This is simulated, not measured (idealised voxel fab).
Proc. module: voxel wiring stack
Each square cell in cross-section cut measures 5 nm, and the section as a whole is 195 nm wide.
Heads up, the way a cross-section reads in here is a grid of square cells, handed over as bands from the top down, with every band being one or more rows of cells. A band entry consists of two parts. The first gives the height of the band's top and the height of its bottom, in nm. The rest lists the band's materials from left to right, each with its width in nm. A single material labelled with the word "throughout" fills the band from edge to edge, and the word "empty" marks empty space. Zero point of the height axis is 0; under it, received wafer = one material. Lowest band: continues down indefinitely, "z 0 and below". A width such as "30 to 40" changes by the same amount from each row of cells to the next, from the band's top row to its bottom row. Any step labelled "nothing altered" changed none of the cells in the cross-section. "Sealed void inventory" means: voids of 8 cells or more that are shut off from the top with no open way through. Written width x height at distance, distance from the left edge, in nm. Note: text after step settings on the step line = simulator remark on that step. overlay nm: step with mask; distance mask lay right of planned place; negative value = left of planned place.

Planned process steps:
1. RECEIVE | material Si
2. CONFORMAL_DEP | material SiO2 | thk nm 15
3. DIRECTIONAL_DEP | material TiN | thk nm 5
4. DIRECTIONAL_DEP | material W | thk nm 20
5. MASKED_ETCH | tone cover | mask id METAL_1 | width nm 25 | pitch nm 55 | etch materials W | depth nm 20 | overlay nm 0
6. MASKED_ETCH | tone cover | mask id METAL_1 | width nm 25 | pitch nm 55 | etch materials TiN | depth nm 5 | overlay nm 0
7. CONFORMAL_DEP | material SiN | thk nm 5
8. FILL_DEP | material lowk | thk nm 5
9. CMP | height nm 40
10. CONFORMAL_DEP | material SiCN | thk nm 5
11. DIRECTIONAL_DEP | material SiO2 | thk nm 15
12. DIRECTIONAL_DEP | material aC | thk nm 10
13. PATTERN | tone open | mask id PLUG_1 | material resist | width nm 15 | thk nm 25 | overlay nm 0
14. DIRECTIONAL_ETCH | etch materials aC | depth nm 10
15. STRIP | etch materials resist
16. DIRECTIONAL_ETCH | etch materials SiO2 | depth nm 15
17. DIRECTIONAL_ETCH | etch materials SiCN | depth nm 5
18. STRIP | etch materials aC
19. EPI | material Ru | thk nm 10
20. EPI | material Ru | thk nm 10
21. CONFORMAL_DEP | material SiN | thk nm 5
22. DIRECTIONAL_DEP | material SiO2 | thk nm 25
23. PATTERN | tone open | mask id METAL_2 | material resist | width nm 25 | pitch nm 55 | thk nm 15 | overlay nm 0
24. DIRECTIONAL_ETCH | etch materials SiO2 | depth nm 25
25. DIRECTIONAL_ETCH | etch materials SiN | depth nm 5
26. STRIP | etch materials resist
27. CONFORMAL_DEP | material TiN | thk nm 5
28. FILL_DEP | material W | thk nm 10
29. CMP | height nm 90
30. CONFORMAL_DEP | material SiN | thk nm 5

Wafer at receipt (post step 1), cross-section:
  z 0 and below: Si throughout
  Sealed void inventory: none

End-of-module cross-section of the first of two wafers, processed as planned:
  z 95 to 90: SiN throughout
  z 90 to 65: 55 nm SiO2, 5 nm TiN, 15 nm W, 5 nm TiN, 30 nm SiO2, 5 nm TiN, 15 nm W, 5 nm TiN, 60 nm SiO2
  z 65 to 60: 55 nm SiN, 25 nm TiN, 30 nm SiN, 25 nm TiN, 60 nm SiN
  z 60 to 45: 55 nm SiO2, 15 nm Ru, 125 nm SiO2
  z 45 to 40: 55 nm SiCN, 15 nm Ru, 125 nm SiCN
  z 40 to 20: 50 nm lowk, 5 nm SiN, 25 nm W, 5 nm SiN, 20 nm lowk, 5 nm SiN, 25 nm W, 5 nm SiN, 55 nm lowk
  z 20 to 15: 55 nm SiN, 25 nm TiN, 30 nm SiN, 25 nm TiN, 60 nm SiN
  z 15 to 0: SiO2 throughout
  z 0 and below: Si throughout
  Sealed void inventory: none

Second wafer of the two, sectioned at the end of the module. It began like the first and followed the same plan, but one mistake was made while running it:
  z 95 to 90: SiN throughout
  z 90 to 65: 55 nm SiO2, 5 nm TiN, 15 nm W, 5 nm TiN, 30 nm SiO2, 5 nm TiN, 15 nm W, 5 nm TiN, 60 nm SiO2
  z 65 to 60: 55 nm SiN, 25 nm TiN, 30 nm SiN, 25 nm TiN, 60 nm SiN
  z 60 to 45: 55 nm SiO2, 5 nm SiN, 5 nm TiN, 5 nm SiN, 125 nm SiO2
  z 45 to 40: 55 nm SiCN, 5 nm SiN, 5 nm TiN, 5 nm SiN, 125 nm SiCN
  z 40 to 20: SiCN throughout
  z 20 to 15: TiN throughout
  z 15 to 0: SiO2 throughout
  z 0 and below: Si throughout
  Sealed void inventory: none
Where did the run depart from the plan? the process deviated at step 4: the operation and settings actually run there were DIRECTIONAL_DEP | material SiCN | thk nm 20
Count the cells at the end and the second wafer has more or fewer of some materials than the first: 12 fewer of Ru | 156 more of SiCN | 37 fewer of SiN | 33 more of TiN | 40 fewer of W | 100 fewer of lowk
